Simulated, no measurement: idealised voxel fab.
This section sets out a process module, namely voxel wiring stack.
Square cells of 5 nm make up the cross-section cut, whose width is 175 nm.
A cross-section in this document is a grid of square cells, and it is written down as bands, the top band listed before the ones below it; a band is made up of one or more rows of cells. Read a band's entry like this: the first values are the height of its top and the height of its bottom in nm, and what follows is the sequence of materials from left to right, each with its width in nm. Note that "blank" is empty space, and that a single material marked "edge to edge" reaches across the band from edge to edge. Where do heights start? At 0: under that level the wafer as delivered is made of one material only. And the lowest band has no floor; it just carries on downward, as in "top 0, no bottom". Think of "30->40" as a width that walks from the first number to the second as you go down the band, top row to bottom row, taking equal-sized steps from row to row. Any step labelled "nothing different" changed none of the cells in the cross-section. Look at "Fully sealed voids" for the closed voids: empty spaces with no open path to the top, sized 8 cells or up. Each is width x height at distance, distance from the left edge, all nm. On each step's line, the part that comes after the settings is the simulator's own comment on the step. overlay nm: where the mask lay relative to plan, measured to the right, on steps with a mask; negatives go left.

## The process steps that were planned are listed below
1. RECEIVE with material Si
2. CONFORMAL_DEP with material SiO2, thk nm 15
3. DIRECTIONAL_DEP with material TiN, thk nm 5
4. DIRECTIONAL_DEP with material Ru, thk nm 25
5. DIRECTIONAL_DEP with material aC, thk nm 15
6. PATTERN with tone cover, mask id METAL_1, material resist, width nm 30, pitch nm 50, thk nm 30, overlay nm 0
7. DIRECTIONAL_ETCH with etch materials aC, depth nm 15
8. STRIP with etch materials resist
9. DIRECTIONAL_ETCH with etch materials Ru, depth nm 25
10. DIRECTIONAL_ETCH with etch materials TiN, depth nm 5
11. STRIP with etch materials aC
12. FILL_DEP with material lowk, thk nm 10
13. CMP with height nm 45
14. CONFORMAL_DEP with material SiCN, thk nm 5
15. DIRECTIONAL_DEP with material SiO2, thk nm 30
16. MASKED_ETCH with tone open, mask id METAL_2, width nm 30, pitch nm 50, etch materials SiO2, depth nm 15, overlay nm 0
17. PATTERN with tone open, mask id METAL_2_HOLES, material resist, width nm 15, pitch nm 50, thk nm 20, overlay nm 0
18. DIRECTIONAL_ETCH with etch materials SiO2, depth nm 15
19. DIRECTIONAL_ETCH with etch materials SiCN, depth nm 5
20. STRIP with etch materials resist
21. CONFORMAL_DEP with material TiN, thk nm 5
22. FILL_DEP with material Ru, thk nm 10
23. CMP with height nm 80
24. CONFORMAL_DEP with material SiCN, thk nm 5
25. DIRECTIONAL_DEP with material lowk, thk nm 10
26. PATTERN with tone open, mask id PLUG_2, material resist, width nm 15, thk nm 20, overlay nm 0
27. DIRECTIONAL_ETCH with etch materials lowk, depth nm 10
28. DIRECTIONAL_ETCH with etch materials SiCN, depth nm 5
29. STRIP with etch materials resist
30. EPI with material Ru, thk nm 10
31. EPI with material Ru, thk nm 5
32. DIRECTIONAL_DEP with material TiN, thk nm 5
33. DIRECTIONAL_DEP with material Ru, thk nm 20
34. DIRECTIONAL_DEP with material aC, thk nm 10
35. PATTERN with tone cover, mask id METAL_3, material resist, width nm 30, pitch nm 50, thk nm 30, overlay nm 0
36. DIRECTIONAL_ETCH with etch materials aC, depth nm 10
37. STRIP with etch materials resist
38. DIRECTIONAL_ETCH with etch materials Ru, depth nm 20
39. DIRECTIONAL_ETCH with etch materials TiN, depth nm 5
40. STRIP with etch materials aC
41. FILL_DEP with material lowk, thk nm 5
42. CMP with height nm 120
43. CONFORMAL_DEP with material SiCN, thk nm 5

## So this is the incoming wafer in cross-section - it's already been through step 1
  top 0, no bottom  Si edge to edge
  Fully sealed voids: none

## Starting wafer: above. Plan: above. Run: one mistake. Cross-section after the module: below
  top 125, bottom 120  SiCN edge to edge
  top 120, bottom 100  lowk 45  Ru 30  lowk 20  Ru 30  lowk 50
  top 100, bottom 95  lowk 45  TiN 30  lowk 20  TiN 30  lowk 50
  top 95, bottom 85  lowk 45  Ru 15  lowk 115
  top 85, bottom 80  SiCN 45  Ru 15  SiCN 115
  top 80, bottom 70  SiO2 45  TiN 5  Ru 25  TiN 5  SiO2 15  TiN 5  Ru 25  TiN 5  SiO2 45
  top 70, bottom 65  SiO2 45  TiN 5  Ru 5  TiN 25  SiO2 15  TiN 5  Ru 5  TiN 25  SiO2 45
  top 65, bottom 50  SiO2 45  TiN 5  Ru 5  TiN 5  SiO2 35  TiN 5  Ru 5  TiN 5  SiO2 65
  top 50, bottom 45  SiCN 45  TiN 15  SiCN 35  TiN 15  SiCN 65
  top 45, bottom 20  lowk 45  Ru 30  lowk 20  Ru 30  lowk 50
  top 20, bottom 15  lowk 45  TiN 30  lowk 20  TiN 30  lowk 50
  top 15, bottom 0  SiO2 edge to edge
  top 0, no bottom  Si edge to edge
  Fully sealed voids: none
The plan and the run diverged here: planned and actual differ for step 16; actual: MASKED_ETCH with tone open, mask id METAL_2, width nm 35, pitch nm 50, etch materials SiO2, depth nm 15, overlay nm 0
